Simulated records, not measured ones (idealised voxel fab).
process module | voxel ribs on slabs
cross-section cut | 205 nm wide | cells 5 nm
A cross-section is a grid of square cells, given in bands from the top down. A band is one or more rows of cells.
Each band's line starts with the height of the band's top and of its bottom, in nm. Then come its materials from left to right, each with its width in nm. One material with "throughout" fills the band from edge to edge. "air" is empty space.
Height 0 is the level under which the wafer as received is all one material. The lowest band goes on downwards, as in "0 down".
A width such as "30 to 40" changes by the same amount from each row of cells to the next, from the band's top row to its bottom row.
"no change" after a step means that no cell of the cross-section changed.
closed voids: empty space of 8 cells or more with no open way to the top, each as width x height at its distance from the left edge, in nm
after a step's settings: what the simulator itself notes on the step
overlay nm, on a step with a mask: how far to the right of its planned place the mask lay; to the left if negative
plan
1 op RECEIVE | material Si
2 op DIRECTIONAL_DEP | material SiO2 | thk nm 25
3 op DIRECTIONAL_DEP | material polySi | thk nm 15
4 op DIRECTIONAL_DEP | material aC | thk nm 15
5 op PATTERN | tone cover | mask id RIB | material resist | width nm 25 | thk nm 35 | overlay nm 0
6 op DIRECTIONAL_ETCH | etch materials aC | depth nm 15
7 op STRIP | etch materials resist
8 op DIRECTIONAL_ETCH | etch materials polySi | depth nm 5
9 op STRIP | etch materials aC
10 op DIRECTIONAL_DEP | material aC | thk nm 15
11 op PATTERN | tone cover | mask id SLAB | material resist | width nm 85 | thk nm 30 | overlay nm 0
12 op DIRECTIONAL_ETCH | etch materials aC | depth nm 15
13 op STRIP | etch materials resist
14 op DIRECTIONAL_ETCH | etch materials polySi | depth nm 10
15 op STRIP | etch materials aC
16 op FILL_DEP | material SiO2 | thk nm 15
17 op CMP | height nm 50
18 op DIRECTIONAL_DEP | material TiN | thk nm 10
19 op DIRECTIONAL_DEP | material aC | thk nm 15
20 op PATTERN | tone cover | mask id HEATER | material resist | width nm 35 | thk nm 35 | overlay nm 0
21 op DIRECTIONAL_ETCH | etch materials aC | depth nm 15
22 op STRIP | etch materials resist
23 op DIRECTIONAL_ETCH | etch materials TiN | depth nm 10
24 op STRIP | etch materials aC
25 op CONFORMAL_DEP | material SiN | thk nm 10
first wafer, as planned
as received, after step 1
  0 down: Si throughout
  closed voids: none
after step 2
  25 to 0: SiO2 throughout
  below 0: unchanged
after step 3
  40 to 25: polySi throughout
  below 25: unchanged
after step 4
  55 to 40: aC throughout
  below 40: unchanged
after step 5
  90 to 55: air 90 | resist 25 | air 90
  below 55: unchanged
after step 6
  75 to 55: air 90 | resist 25 | air 90
  55 to 40: air 90 | aC 25 | air 90
  below 40: unchanged
after step 7
  55 to 40: air 90 | aC 25 | air 90
  below 40: unchanged
after step 8
  55 to 40: air 90 | aC 25 | air 90
  40 to 35: air 90 | polySi 25 | air 90
  below 35: unchanged
after step 9
  40 to 35: air 90 | polySi 25 | air 90
  below 35: unchanged
after step 10
  55 to 50: air 90 | aC 25 | air 90
  50 to 40: aC throughout
  40 to 35: aC 90 | polySi 25 | aC 90
  below 35: unchanged
after step 11
  85 to 55: air 60 | resist 85 | air 60
  55 to 50: air 60 | resist 30 | aC 25 | resist 30 | air 60
  below 50: unchanged
after step 12
  70 to 55: air 60 | resist 85 | air 60
  55 to 50: air 60 | resist 30 | aC 25 | resist 30 | air 60
  50 to 40: air 60 | aC 85 | air 60
  40 to 35: air 60 | aC 30 | polySi 25 | aC 30 | air 60
  below 35: unchanged
after step 13
  55 to 50: air 90 | aC 25 | air 90
  below 50: unchanged
after step 14
  55 to 50: air 90 | aC 25 | air 90
  50 to 40: air 60 | aC 85 | air 60
  40 to 35: air 60 | aC 30 | polySi 25 | aC 30 | air 60
  35 to 25: air 60 | polySi 85 | air 60
  below 25: unchanged
after step 15
  40 to 35: air 90 | polySi 25 | air 90
  below 35: unchanged
after step 16
  55 to 40: SiO2 throughout
  40 to 35: SiO2 90 | polySi 25 | SiO2 90
  35 to 25: SiO2 60 | polySi 85 | SiO2 60
  below 25: unchanged
after step 17
  50 to 40: SiO2 throughout
  below 40: unchanged
after step 18
  60 to 50: TiN throughout
  below 50: unchanged
after step 19
  75 to 60: aC throughout
  below 60: unchanged
after step 20
  110 to 75: air 85 | resist 35 | air 85
  below 75: unchanged
after step 21
  95 to 75: air 85 | resist 35 | air 85
  75 to 60: air 85 | aC 35 | air 85
  below 60: unchanged
after step 22
  75 to 60: air 85 | aC 35 | air 85
  below 60: unchanged
after step 23
  75 to 60: air 85 | aC 35 | air 85
  60 to 50: air 85 | TiN 35 | air 85
  below 50: unchanged
after step 24
  60 to 50: air 85 | TiN 35 | air 85
  below 50: unchanged
after step 25
  70 to 60: air 75 | SiN 55 | air 75
  60 to 50: SiN 85 | TiN 35 | SiN 85
  below 50: unchanged
second wafer: like start, like plan, one mistake. Through step 17 it matches the first wafer
when step 18 should have ended
  60 to 40: SiO2 throughout
  below 40: unchanged
when step 19 should have ended
  75 to 60: aC throughout
  below 60: unchanged
when step 20 should have ended
  110 to 75: air 85 | resist 35 | air 85
  below 75: unchanged
when step 21 should have ended
  95 to 75: air 85 | resist 35 | air 85
  75 to 60: air 85 | aC 35 | air 85
  below 60: unchanged
when step 22 should have ended
  75 to 60: air 85 | aC 35 | air 85
  below 60: unchanged
when step 23 should have ended: no change
when step 24 should have ended
  60 to 40: SiO2 throughout
  below 40: unchanged
when step 25 should have ended
  70 to 60: SiN throughout
  below 60: unchanged
what went wrong: step 18 ran as: op DIRECTIONAL_DEP | material SiO2 | thk nm 10
at the end the second wafer has, in cells: 8 fewer of SiN | 82 more of SiO2 | 14 fewer of TiN
